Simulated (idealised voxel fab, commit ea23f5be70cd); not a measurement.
Name of the process module below: voxel transistor to metal
Cross-section cut: width 260 nm, square cells of 5 nm.
The cross-sections in this document take the form of a grid made of square cells. They are written out as bands, in order from top to bottom. Each band consists of one or more rows of cells. Top height, bottom height, nm. Materials left to right, width each, nm. Single material + "everywhere" = fills band edge to edge. "air" = empty. Heights are reckoned from 0. Under this level, the received wafer is all of one material. The bottommost band is open-ended downward, for example "0 nm and below". The expression "30 to 40" gives the width at the extremes of the band, the first number at its top row of cells and the second at its bottom row, with the width changing by equal amounts from each row to the next in between. Given "nothing altered" for a step, no cell of the cross-section differs between before and after that step. For the entry "Sealed-off cavities", the listed items are empty spaces with no open way to the top whose size is 8 cells or more; each item follows the pattern width x height at distance, where distance is from the left edge and all three are in nm. Formally, on a step line, whatever follows the settings is a remark that the simulator itself makes on the step. overlay nm: how far to the right of its planned place the mask lay on this masked step (negative: to the left).
[Listed below are the process steps as planned]
1 RECEIVE with material Si
2 CONFORMAL_DEP with material SiO2, thk nm 5
3 CONFORMAL_DEP with material SiN, thk nm 15
4 DIRECTIONAL_DEP with material aC, thk nm 15
5 PATTERN with tone cover, mask id ACTIVE, material resist, width nm 100, pitch nm 130, thk nm 30, overlay nm 0
6 DIRECTIONAL_ETCH with etch materials aC, depth nm 15
7 STRIP with etch materials resist
8 DIRECTIONAL_ETCH with etch materials SiN, depth nm 15
9 DIRECTIONAL_ETCH with etch materials SiO2, depth nm 5
10 DIRECTIONAL_ETCH with etch materials Si, depth nm 25
11 STRIP with etch materials aC
12 FILL_DEP with material SiO2, thk nm 15
13 CMP with height nm 20
14 SELECTIVE_ETCH with etch materials SiO2, depth nm 15
15 STRIP with etch materials SiN
16 SELECTIVE_ETCH with etch materials SiO2, depth nm 5
17 OXIDIZE with depth nm 5
18 DIRECTIONAL_DEP with material polySi, thk nm 20
19 DIRECTIONAL_DEP with material SiCN, thk nm 15
20 PATTERN with tone cover, mask id GATE, material resist, width nm 20, pitch nm 130, thk nm 20, overlay nm 0
21 DIRECTIONAL_ETCH with etch materials SiCN, depth nm 25
22 DIRECTIONAL_ETCH with etch materials polySi, depth nm 30
23 STRIP with etch materials resist
24 CONFORMAL_DEP with material SiO2, thk nm 5
25 DIRECTIONAL_ETCH with etch materials SiO2, depth nm 5
26 CONFORMAL_DEP with material SiN, thk nm 10
27 DIRECTIONAL_ETCH with etch materials SiN, depth nm 10
28 DIRECTIONAL_ETCH with etch materials SiO2, depth nm 5
29 DIRECTIONAL_ETCH with etch materials Si, depth nm 10
30 EPI with material SiGe, thk nm 15
31 FILL_DEP with material SiO2, thk nm 5
32 CMP with height nm 35
33 DIRECTIONAL_DEP with material SiO2, thk nm 10
34 DIRECTIONAL_DEP with material aC, thk nm 15
35 PATTERN with tone open, mask id CONTACT, material resist, width nm 15, pitch nm 65, thk nm 35, overlay nm 0
36 DIRECTIONAL_ETCH with etch materials aC, depth nm 15
37 STRIP with etch materials resist
38 DIRECTIONAL_ETCH with etch materials SiO2, depth nm 35
39 STRIP with etch materials aC
40 CONFORMAL_DEP with material TiN, thk nm 5
41 FILL_DEP with material W, thk nm 5
42 CMP with height nm 45
43 DIRECTIONAL_DEP with material TiN, thk nm 5
44 DIRECTIONAL_DEP with material W, thk nm 15
45 DIRECTIONAL_DEP with material aC, thk nm 10
46 PATTERN with tone cover, mask id METAL_1, material resist, width nm 15, pitch nm 65, thk nm 25, overlay nm 0
47 DIRECTIONAL_ETCH with etch materials aC, depth nm 10
48 STRIP with etch materials resist
49 DIRECTIONAL_ETCH with etch materials W, depth nm 15
50 DIRECTIONAL_ETCH with etch materials TiN, depth nm 5
51 STRIP with etch materials aC
52 CONFORMAL_DEP with material SiCN, thk nm 5
53 FILL_DEP with material lowk, thk nm 5
54 CMP with height nm 65
55 CONFORMAL_DEP with material SiCN, thk nm 5
56 DIRECTIONAL_DEP with material lowk, thk nm 35
57 DIRECTIONAL_DEP with material aC, thk nm 10
58 PATTERN with tone open, mask id METAL_2, material resist, width nm 15, pitch nm 130, thk nm 25, overlay nm 0
59 DIRECTIONAL_ETCH with etch materials aC, depth nm 10
60 STRIP with etch materials resist
61 DIRECTIONAL_ETCH with etch materials lowk, depth nm 20
62 STRIP with etch materials aC
63 MASKED_ETCH with tone open, mask id METAL_2_HOLES, width nm 15, pitch nm 130, etch materials lowk, depth nm 15, overlay nm 0
64 MASKED_ETCH with tone open, mask id METAL_2_HOLES, width nm 15, pitch nm 130, etch materials SiCN, depth nm 5, overlay nm 0
65 CONFORMAL_DEP with material TiN, thk nm 5
66 FILL_DEP with material Cu, thk nm 5
67 CMP with height nm 105
68 CONFORMAL_DEP with material SiN, thk nm 5
[So this is the incoming wafer in cross-section - it's already been through step 1]
> 0 nm and below  Si everywhere
> Sealed-off cavities: none
[Cross-sectional view of the first of the two wafers upon completion of the module, processed in accordance with the plan]
> 110 nm to 105 nm  SiN everywhere
> 105 nm to 70 nm  lowk 25 / TiN 5 / Cu 5 / TiN 5 / lowk 115 / TiN 5 / Cu 5 / TiN 5 / lowk 90
> 70 nm to 65 nm  SiCN 25 / TiN 15 / SiCN 115 / TiN 15 / SiCN 90
> 65 nm to 50 nm  lowk 20 / SiCN 5 / W 15 / SiCN 5 / lowk 40 / SiCN 5 / W 15 / SiCN 5 / lowk 40 / SiCN 5 / W 15 / SiCN 5 / lowk 40 / SiCN 5 / W 15 / SiCN 5 / lowk 20
> 50 nm to 45 nm  SiCN 25 / TiN 15 / SiCN 50 / TiN 15 / SiCN 50 / TiN 15 / SiCN 50 / TiN 15 / SiCN 25
> 45 nm to 35 nm  SiO2 25 / TiN 5 / W 5 / TiN 5 / SiO2 50 / TiN 5 / W 5 / TiN 5 / SiO2 50 / TiN 5 / W 5 / TiN 5 / SiO2 50 / TiN 5 / W 5 / TiN 5 / SiO2 25
> 35 nm to 20 nm  SiO2 25 / TiN 5 / W 5 / TiN 5 / SiN 10 / SiO2 5 / SiCN 20 / SiO2 5 / SiN 10 / TiN 5 / W 5 / TiN 5 / SiO2 50 / TiN 5 / W 5 / TiN 5 / SiN 10 / SiO2 5 / SiCN 20 / SiO2 5 / SiN 10 / TiN 5 / W 5 / TiN 5 / SiO2 25
> 20 nm to 15 nm  SiO2 25 / TiN 5 / W 5 / TiN 5 / SiN 10 / SiO2 5 / polySi 20 / SiO2 5 / SiN 10 / TiN 5 / W 5 / TiN 5 / SiO2 50 / TiN 5 / W 5 / TiN 5 / SiN 10 / SiO2 5 / polySi 20 / SiO2 5 / SiN 10 / TiN 5 / W 5 / TiN 5 / SiO2 25
> 15 nm to 10 nm  SiO2 25 / TiN 15 / SiN 10 / SiO2 5 / polySi 20 / SiO2 5 / SiN 10 / TiN 15 / SiO2 50 / TiN 15 / SiN 10 / SiO2 5 / polySi 20 / SiO2 5 / SiN 10 / TiN 15 / SiO2 25
> 10 nm to 0 nm  SiO2 25 / SiGe 15 / SiN 10 / SiO2 5 / polySi 20 / SiO2 5 / SiN 10 / SiGe 15 / SiO2 50 / SiGe 15 / SiN 10 / SiO2 5 / polySi 20 / SiO2 5 / SiN 10 / SiGe 15 / SiO2 25
> 0 nm to -5 nm  SiO2 10 / SiGe 30 / SiO2 50 / SiGe 30 / SiO2 20 / SiGe 30 / SiO2 50 / SiGe 30 / SiO2 10
> -5 nm to -15 nm  SiO2 15 / SiGe 25 / Si 50 / SiGe 25 / SiO2 30 / SiGe 25 / Si 50 / SiGe 25 / SiO2 15
> -15 nm to -25 nm  SiO2 15 / Si 100 / SiO2 30 / Si 100 / SiO2 15
> -25 nm and below  Si everywhere
> Sealed-off cavities: none
[Here's the second of our two wafers sectioned at module end. Same start as the first, same plan, but one mistake got made running it]
> 110 nm to 105 nm  SiN everywhere
> 105 nm to 70 nm  lowk 25 / TiN 5 / Cu 5 / TiN 5 / lowk 115 / TiN 5 / Cu 5 / TiN 5 / lowk 90
> 70 nm to 65 nm  SiCN 25 / TiN 15 / SiCN 115 / TiN 15 / SiCN 90
> 65 nm to 50 nm  lowk 20 / SiCN 5 / W 15 / SiCN 5 / lowk 40 / SiCN 5 / W 15 / SiCN 5 / lowk 40 / SiCN 5 / W 15 / SiCN 5 / lowk 40 / SiCN 5 / W 15 / SiCN 5 / lowk 20
> 50 nm to 45 nm  SiCN 25 / TiN 15 / SiCN 50 / TiN 15 / SiCN 50 / TiN 15 / SiCN 50 / TiN 15 / SiCN 25
> 45 nm to 35 nm  SiO2 25 / TiN 5 / W 5 / TiN 5 / SiO2 50 / TiN 5 / W 5 / TiN 5 / SiO2 50 / TiN 5 / W 5 / TiN 5 / SiO2 50 / TiN 5 / W 5 / TiN 5 / SiO2 25
> 35 nm to 20 nm  SiO2 25 / TiN 5 / W 5 / TiN 5 / SiO2 5 / SiN 10 / SiCN 20 / SiN 10 / SiO2 5 / TiN 5 / W 5 / TiN 5 / SiO2 50 / TiN 5 / W 5 / TiN 5 / SiO2 5 / SiN 10 / SiCN 20 / SiN 10 / SiO2 5 / TiN 5 / W 5 / TiN 5 / SiO2 25
> 20 nm to 15 nm  SiO2 25 / TiN 5 / W 5 / TiN 5 / SiO2 5 / SiN 10 / polySi 20 / SiN 10 / SiO2 5 / TiN 5 / W 5 / TiN 5 / SiO2 50 / TiN 5 / W 5 / TiN 5 / SiO2 5 / SiN 10 / polySi 20 / SiN 10 / SiO2 5 / TiN 5 / W 5 / TiN 5 / SiO2 25
> 15 nm to 10 nm  SiO2 25 / TiN 15 / SiO2 5 / SiN 10 / polySi 20 / SiN 10 / SiO2 5 / TiN 15 / SiO2 50 / TiN 15 / SiO2 5 / SiN 10 / polySi 20 / SiN 10 / SiO2 5 / TiN 15 / SiO2 25
> 10 nm to 0 nm  SiO2 30 / SiGe 15 / SiN 10 / polySi 20 / SiN 10 / SiGe 15 / SiO2 60 / SiGe 15 / SiN 10 / polySi 20 / SiN 10 / SiGe 15 / SiO2 30
> 0 nm to -5 nm  SiO2 5 / SiGe 40 / SiN 10 / SiO2 20 / SiN 10 / SiGe 40 / SiO2 10 / SiGe 40 / SiN 10 / SiO2 20 / SiN 10 / SiGe 40 / SiO2 5
> -5 nm to -15 nm  SiO2 5 to 15 / SiGe 40 to 30 / Si 40 / SiGe 40 to 30 / SiO2 10 to 30 / SiGe 40 to 30 / Si 40 / SiGe 40 to 30 / SiO2 5 to 15
> -15 nm to -25 nm  SiO2 15 / Si 100 / SiO2 30 / Si 100 / SiO2 15
> -25 nm and below  Si everywhere
> Sealed-off cavities: none
Error vs. plan: the plan's step 24 went unexecuted, having been skipped
Heads up, by the end the second wafer has more or fewer cells of some materials compared to the first: -8 Si, +24 SiGe, +8 SiN, -24 SiO2
